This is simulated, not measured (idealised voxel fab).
The following is a process module called voxel capacitor over wiring.
Cross-section cut spans 250 nm and uses square cells 5 nm in size.
This document writes a cross-section as a grid whose cells are square, and gives it as bands, listed from the top down; one or more rows of cells form a band.
This entry defines a band. It first specifies the height of the band's top and the height of its bottom in nm, and then specifies the band's materials from left to right, stating each material with its width in nm. The word "everywhere" identifies a single material that fills the band from edge to edge, while the word "air" identifies empty space.
Heights from 0 (as-received wafer is one material below). Bottom band endless downward, as "0 and below".
With a width like "30 to 40", each row of cells in the band differs from the next by the same amount, the top row carrying the first number and the bottom row the second.
Reading "everything unchanged" for a step: not a cell of the cross-section changed in it.
"Voids, fully enclosed" means: voids of 8 cells or more that are shut off from the top with no open way through. Written width x height at distance, distance from the left edge, in nm.
Where a step's line continues beyond its settings, the continuation is a remark by the simulator itself on that step.
overlay nm: how far to the right of its planned place the mask lay on this masked step (negative: to the left).

[Intended process steps]
step 1: RECEIVE (material Si)
step 2: CONFORMAL_DEP (material SiO2; thk nm 15)
step 3: DIRECTIONAL_DEP (material TiN; thk nm 5)
step 4: DIRECTIONAL_DEP (material W; thk nm 5)
step 5: MASKED_ETCH (tone cover; mask id METAL_1; width nm 25; pitch nm 75; etch materials W; depth nm 15; overlay nm 0)
step 6: MASKED_ETCH (tone cover; mask id METAL_1; width nm 25; pitch nm 75; etch materials TiN; depth nm 5; overlay nm 0)
step 7: FILL_DEP (material lowk; thk nm 10)
step 8: CMP (height nm 35)
step 9: CONFORMAL_DEP (material SiCN; thk nm 5)
step 10: DIRECTIONAL_DEP (material SiO2; thk nm 15)
step 11: DIRECTIONAL_DEP (material aC; thk nm 15)
step 12: PATTERN (tone open; mask id PLUG_1; material resist; width nm 15; thk nm 30; overlay nm 0)
step 13: DIRECTIONAL_ETCH (etch materials aC; depth nm 15)
step 14: STRIP (etch materials resist)
step 15: DIRECTIONAL_ETCH (etch materials SiO2; depth nm 15)
step 16: DIRECTIONAL_ETCH (etch materials SiCN; depth nm 5)
step 17: STRIP (etch materials aC)
step 18: CONFORMAL_DEP (material TiN; thk nm 5)
step 19: FILL_DEP (material Cu; thk nm 10)
step 20: CMP (height nm 55)
step 21: DIRECTIONAL_DEP (material TiN; thk nm 5)
step 22: DIRECTIONAL_DEP (material Al2O3; thk nm 5)
step 23: DIRECTIONAL_DEP (material TiN; thk nm 10)
step 24: DIRECTIONAL_DEP (material aC; thk nm 10)
step 25: PATTERN (tone cover; mask id UPPER_PLATE; material resist; width nm 55; thk nm 30; overlay nm 0)
step 26: DIRECTIONAL_ETCH (etch materials aC; depth nm 10)
step 27: STRIP (etch materials resist)
step 28: DIRECTIONAL_ETCH (etch materials TiN; depth nm 10)
step 29: DIRECTIONAL_ETCH (etch materials Al2O3; depth nm 5)
step 30: STRIP (etch materials aC)
step 31: DIRECTIONAL_DEP (material aC; thk nm 15)
step 32: PATTERN (tone cover; mask id LOWER_PLATE; material resist; width nm 65; thk nm 30; overlay nm 0)
step 33: DIRECTIONAL_ETCH (etch materials aC; depth nm 15)
step 34: STRIP (etch materials resist)
step 35: DIRECTIONAL_ETCH (etch materials TiN; depth nm 5)
step 36: STRIP (etch materials aC)
step 37: FILL_DEP (material SiO2; thk nm 20)
step 38: CMP (height nm 90)
step 39: DIRECTIONAL_DEP (material aC; thk nm 10)
step 40: PATTERN (tone open; mask id PLUG_2; material resist; width nm 15; thk nm 30; overlay nm 0)
step 41: DIRECTIONAL_ETCH (etch materials aC; depth nm 10)
step 42: STRIP (etch materials resist)
step 43: DIRECTIONAL_ETCH (etch materials SiO2; depth nm 15)
step 44: STRIP (etch materials aC)
step 45: CONFORMAL_DEP (material TiN; thk nm 5)
step 46: FILL_DEP (material W; thk nm 5)
step 47: CMP (height nm 90)
step 48: CONFORMAL_DEP (material SiCN; thk nm 5)
Don't read the plan's thk nm for step 4 as applying to every wafer: that's the first wafer's value, and the wafers differ in it, though they all start identical.

[Received wafers, first of several: cross-section after step 1]
* 0 and below | Si everywhere
* Voids, fully enclosed: none

[wafer rows; end of module; cells per material since receipt: (+) gained, (-) lost; then closed voids]
thk nm 5; +11 Al2O3; +3 Cu; +97 SiCN; +586 SiO2; +61 TiN; +12 W; +180 lowk; Voids, fully enclosed: none
thk nm 10; +11 Al2O3; +3 Cu; +97 SiCN; +586 SiO2; +61 TiN; +22 W; +170 lowk; Voids, fully enclosed: none
thk nm 15; +11 Al2O3; +3 Cu; +97 SiCN; +586 SiO2; +61 TiN; +32 W; +160 lowk; Voids, fully enclosed: none
thk nm 20; +11 Al2O3; +3 Cu; +97 SiCN; +586 SiO2; +101 TiN; +72 W; +80 lowk; Voids, fully enclosed: none
thk nm 25; +11 Al2O3; +3 Cu; +97 SiCN; +586 SiO2; +101 TiN; +112 W; +40 lowk; Voids, fully enclosed: none
thk nm 30; +11 Al2O3; +3 Cu; +97 SiCN; +586 SiO2; +101 TiN; +152 W; Voids, fully enclosed: none
